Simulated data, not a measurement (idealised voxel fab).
Process module heading - voxel spacer lines
Square cells of 5 nm make up the cross-section cut, whose width is 225 nm.
Cross-section spec: square-cell grid; bands listed top down; each band is one or more rows.
First you get the band's top height and its bottom height, in nm, and then the materials it's made of, left to right, with each width in nm. If you see a single material with "edge to edge", that one covers the band edge to edge. "blank" is empty space.
Basically, 0 is our baseline, since under it the wafer straight out of the box is all one material. The bottom band has no lower end and keeps on going down, so it looks like "0 down".
Width: "30..40" (first number = top row, second number = bottom row, same change from row to row of cells).
The designation "nothing got changed", where it is given for a processing step, indicates that no cell of the cross-section was altered in the course of that step.
For the entry "Closed cavity list", the listed items are empty spaces with no open way to the top whose size is 8 cells or more; each item follows the pattern width x height at distance, where distance is from the left edge and all three are in nm.
Formally, on a step line, whatever follows the settings is a remark that the simulator itself makes on the step.
When a step includes a mask, the "overlay nm" setting on its line states how far to the right of its planned place that mask lay, and negative values state how far to the left.

So here's the lineup of process steps we planned
1,RECEIVE,material Si
2,CONFORMAL_DEP,material Al2O3,thk nm 10
3,DIRECTIONAL_DEP,material W,thk nm 15
4,DIRECTIONAL_DEP,material aC,thk nm 25
5,PATTERN,tone cover,mask id MANDREL,material resist,width nm 25,pitch nm 80,thk nm 30,overlay nm 0
6,DIRECTIONAL_ETCH,etch materials aC,depth nm 25
7,STRIP,etch materials resist
8,CONFORMAL_DEP,material SiO2,thk nm 15
9,DIRECTIONAL_ETCH,etch materials SiO2,depth nm 15
10,STRIP,etch materials aC
11,DIRECTIONAL_ETCH,etch materials W,depth nm 15
12,STRIP,etch materials SiO2

The first of a set of two wafers, run to plan

Wafer as received: cross-section following step 1
* 0 down = Si edge to edge
* Closed cavity list: none

State of the wafer after step 2, shown in cross-section
* 10 to 0 = Al2O3 edge to edge
* No changes below 0.

State of the wafer after step 3, shown in cross-section
* 25 to 10 = W edge to edge
* No changes below 10.

State of the wafer after step 4, shown in cross-section
* 50 to 25 = aC edge to edge
* No changes below 25.

State of the wafer after step 5, shown in cross-section
* 80 to 50 = blank=20 / resist=25 / blank=55 / resist=25 / blank=55 / resist=25 / blank=20
* No changes below 50.

State of the wafer after step 6, shown in cross-section
* 55 to 50 = blank=20 / resist=25 / blank=55 / resist=25 / blank=55 / resist=25 / blank=20
* 50 to 25 = blank=20 / aC=25 / blank=55 / aC=25 / blank=55 / aC=25 / blank=20
* No changes below 25.

State of the wafer after step 7, shown in cross-section
* 50 to 25 = blank=20 / aC=25 / blank=55 / aC=25 / blank=55 / aC=25 / blank=20
* No changes below 25.

State of the wafer after step 8, shown in cross-section
* 65 to 50 = blank=5 / SiO2=55 / blank=25 / SiO2=55 / blank=25 / SiO2=55 / blank=5
* 50 to 40 = blank=5 / SiO2=15 / aC=25 / SiO2=15 / blank=25 / SiO2=15 / aC=25 / SiO2=15 / blank=25 / SiO2=15 / aC=25 / SiO2=15 / blank=5
* 40 to 25 = SiO2=20 / aC=25 / SiO2=55 / aC=25 / SiO2=55 / aC=25 / SiO2=20
* No changes below 25.

State of the wafer after step 9, shown in cross-section
* 50 to 25 = blank=5 / SiO2=15 / aC=25 / SiO2=15 / blank=25 / SiO2=15 / aC=25 / SiO2=15 / blank=25 / SiO2=15 / aC=25 / SiO2=15 / blank=5
* No changes below 25.

State of the wafer after step 10, shown in cross-section
* 50 to 25 = blank=5 / SiO2=15 / blank=25 / SiO2=15 / blank=25 / SiO2=15 / blank=25 / SiO2=15 / blank=25 / SiO2=15 / blank=25 / SiO2=15 / blank=5
* No changes below 25.

State of the wafer after step 11, shown in cross-section
* 50 to 25 = blank=5 / SiO2=15 / blank=25 / SiO2=15 / blank=25 / SiO2=15 / blank=25 / SiO2=15 / blank=25 / SiO2=15 / blank=25 / SiO2=15 / blank=5
* 25 to 10 = blank=5 / W=15 / blank=25 / W=15 / blank=25 / W=15 / blank=25 / W=15 / blank=25 / W=15 / blank=25 / W=15 / blank=5
* No changes below 10.

State of the wafer after step 12, shown in cross-section
* 25 to 10 = blank=5 / W=15 / blank=25 / W=15 / blank=25 / W=15 / blank=25 / W=15 / blank=25 / W=15 / blank=25 / W=15 / blank=5
* No changes below 10.

The remaining wafer, second of the two, started like the first and was run to the same plan, except that one mistake was made along the way; the two coincide through step 7, inclusive

Second wafer cross-section, taken as of the time the plan sets for step 8 to be done
* 65 to 50 = blank=5 / Al2O3=55 / blank=25 / Al2O3=55 / blank=25 / Al2O3=55 / blank=5
* 50 to 40 = blank=5 / Al2O3=15 / aC=25 / Al2O3=15 / blank=25 / Al2O3=15 / aC=25 / Al2O3=15 / blank=25 / Al2O3=15 / aC=25 / Al2O3=15 / blank=5
* 40 to 25 = Al2O3=20 / aC=25 / Al2O3=55 / aC=25 / Al2O3=55 / aC=25 / Al2O3=20
* No changes below 25.

Second wafer cross-section, taken as of the time the plan sets for step 9 to be done: nothing got changed

Second wafer cross-section, taken as of the time the plan sets for step 10 to be done: nothing got changed

Second wafer cross-section, taken as of the time the plan sets for step 11 to be done: nothing got changed

Second wafer cross-section, taken as of the time the plan sets for step 12 to be done: nothing got changed
Here's what went sideways: heads up, step 8 didn't go per plan, it actually ran as CONFORMAL_DEP,material Al2O3,thk nm 15
The closing comparison, in cells, has the second wafer with more or fewer of some materials than the first: 225 more of Al2O3, 81 more of W, 75 more of aC
